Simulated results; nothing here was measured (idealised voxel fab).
Process module heading - voxel air gaps
280 nm wide, 5 nm square cells: that's cross-section cut.
A cross-section in this document is a grid of square cells, and it is written down as bands, the top band listed before the ones below it; a band is made up of one or more rows of cells. Band entry format. Leading values: height of top, height of bottom, nm. Remainder: materials in left-to-right order, each with its width in nm. Special words: "throughout" on a single material, which then fills the band edge to edge; "blank", empty space. Below 0: as-received wafer, all one material; heights counted from there. Lowest band: no bottom, goes on down, written "0 nm and below". You'd read "30->40" like this: the band's top row of cells is as wide as the first number, its bottom row is as wide as the second, and going down, every row changes width by the same amount as the row before did. Take "remained the same" at face value: in the step it is given for, the cross-section changed in none of its cells. "Sealed void listing" means: voids of 8 cells or more that are shut off from the top with no open way through. Written width x height at distance, distance from the left edge, in nm. If you see something after the settings on a step's line, that's the simulator's own remark about that step. The setting "overlay nm" may be written on the line of a step. When the step uses a mask, the value reports how far to the right of the planned place the mask lay, and a negative value reports that it lay to the left.

-- The steps planned for the process are as follows
1 RECEIVE,material Si
2 CONFORMAL_DEP,material SiO2,thk nm 10
3 CONFORMAL_DEP,material SiCN,thk nm 5
4 DIRECTIONAL_DEP,material SiO2,thk nm 35
5 MASKED_ETCH,tone open,mask id LINES,width nm 15,pitch nm 50,etch materials SiO2,depth nm 35,overlay nm 0
6 CONFORMAL_DEP,material TiN,thk nm 5
7 FILL_DEP,material Cu,thk nm 10
8 CMP,height nm 50
9 EPI,material Ru,thk nm 10
10 SELECTIVE_ETCH,etch materials SiO2,depth nm 45
11 CONFORMAL_DEP,material SiCN,thk nm 5
Heads up: all these wafers start the same, and what changes between them is the width nm in step 5. The value you see in the plan is just what the first wafer got.

-- The first of several wafers as received, shown in cross-section; this is its state after step 1
    0 nm and below | Si throughout
    Sealed void listing: none

-- each wafer at the end: cells of each material gained (+) or lost (-) since it was received, then its closed voids
width nm 15; +24 Cu; +56 Ru; +216 SiCN; +112 SiO2; +60 TiN; Sealed void listing: none
width nm 20; +48 Cu; +64 Ru; +216 SiCN; +112 SiO2; +64 TiN; Sealed void listing: 20 x 25 at 80; 20 x 25 at 130; 20 x 25 at 180
width nm 25; +72 Cu; +72 Ru; +204 SiCN; +112 SiO2; +68 TiN; Sealed void listing: 15 x 25 at 80; 15 x 25 at 130; 15 x 25 at 180
width nm 30; +96 Cu; +80 Ru; +138 SiCN; +196 SiO2; +72 TiN; Sealed void listing: none
width nm 35; +120 Cu; +82 Ru; +138 SiCN; +175 SiO2; +76 TiN; Sealed void listing: none
